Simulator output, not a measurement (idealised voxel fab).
process module | voxel ribs on slabs
cross-section cut | 270 nm wide | cells 5 nm
A cross-section is a grid of square cells, given in bands from the top down. A band is one or more rows of cells.
Each band's line starts with the height of the band's top and of its bottom, in nm. Then come its materials from left to right, each with its width in nm. One material with "throughout" fills the band from edge to edge. "air" is empty space.
Height 0 is the level under which the wafer as received is all one material. The lowest band goes on downwards, as in "0 down".
A width such as "30 to 40" changes by the same amount from each row of cells to the next, from the band's top row to its bottom row.
"no change" after a step means that no cell of the cross-section changed.
closed voids: empty space of 8 cells or more with no open way to the top, each as width x height at its distance from the left edge, in nm
after a step's settings: what the simulator itself notes on the step
overlay nm, on a step with a mask: how far to the right of its planned place the mask lay; to the left if negative
plan
1 op RECEIVE | material Si
2 op DIRECTIONAL_DEP | material SiO2 | thk nm 30
3 op DIRECTIONAL_DEP | material polySi | thk nm 20
4 op PATTERN | tone cover | mask id RIB | material resist | width nm 30 | thk nm 20 | overlay nm 0
5 op DIRECTIONAL_ETCH | etch materials polySi | depth nm 10
6 op STRIP | etch materials resist
7 op MASKED_ETCH | tone cover | mask id SLAB | width nm 60 | etch materials polySi | depth nm 10 | overlay nm 0
8 op FILL_DEP | material SiO2 | thk nm 20
9 op CMP | height nm 60
10 op DIRECTIONAL_DEP | material W | thk nm 5
11 op MASKED_ETCH | tone cover | mask id HEATER | width nm 40 | etch materials W | depth nm 5 | overlay nm 0
12 op CONFORMAL_DEP | material SiO2 | thk nm 5
first wafer, as planned
as received, after step 1
  0 down: Si throughout
  closed voids: none
after step 2
  30 to 0: SiO2 throughout
  below 0: unchanged
after step 3
  50 to 30: polySi throughout
  below 30: unchanged
after step 4
  70 to 50: air 120 | resist 30 | air 120
  below 50: unchanged
after step 5
  70 to 50: air 120 | resist 30 | air 120
  50 to 40: air 120 | polySi 30 | air 120
  below 40: unchanged
after step 6
  50 to 40: air 120 | polySi 30 | air 120
  below 40: unchanged
after step 7
  50 to 40: air 120 | polySi 30 | air 120
  40 to 30: air 105 | polySi 60 | air 105
  below 30: unchanged
after step 8
  70 to 50: SiO2 throughout
  50 to 40: SiO2 120 | polySi 30 | SiO2 120
  40 to 30: SiO2 105 | polySi 60 | SiO2 105
  below 30: unchanged
after step 9
  60 to 50: SiO2 throughout
  below 50: unchanged
after step 10
  65 to 60: W throughout
  below 60: unchanged
after step 11
  65 to 60: air 115 | W 40 | air 115
  below 60: unchanged
after step 12
  70 to 65: air 110 | SiO2 50 | air 110
  65 to 60: SiO2 115 | W 40 | SiO2 115
  below 60: unchanged
second wafer: like start, like plan, one mistake. Through step 10 it matches the first wafer
when step 11 should have ended
  65 to 60: W 115 | air 40 | W 115
  below 60: unchanged
when step 12 should have ended
  70 to 65: SiO2 120 | air 30 | SiO2 120
  65 to 60: W 115 | SiO2 40 | W 115
  below 60: unchanged
what went wrong: step 11 ran as: op MASKED_ETCH | tone open | mask id HEATER | width nm 40 | etch materials W | depth nm 5 | overlay nm 0
at the end the second wafer has, in cells: 38 more of W
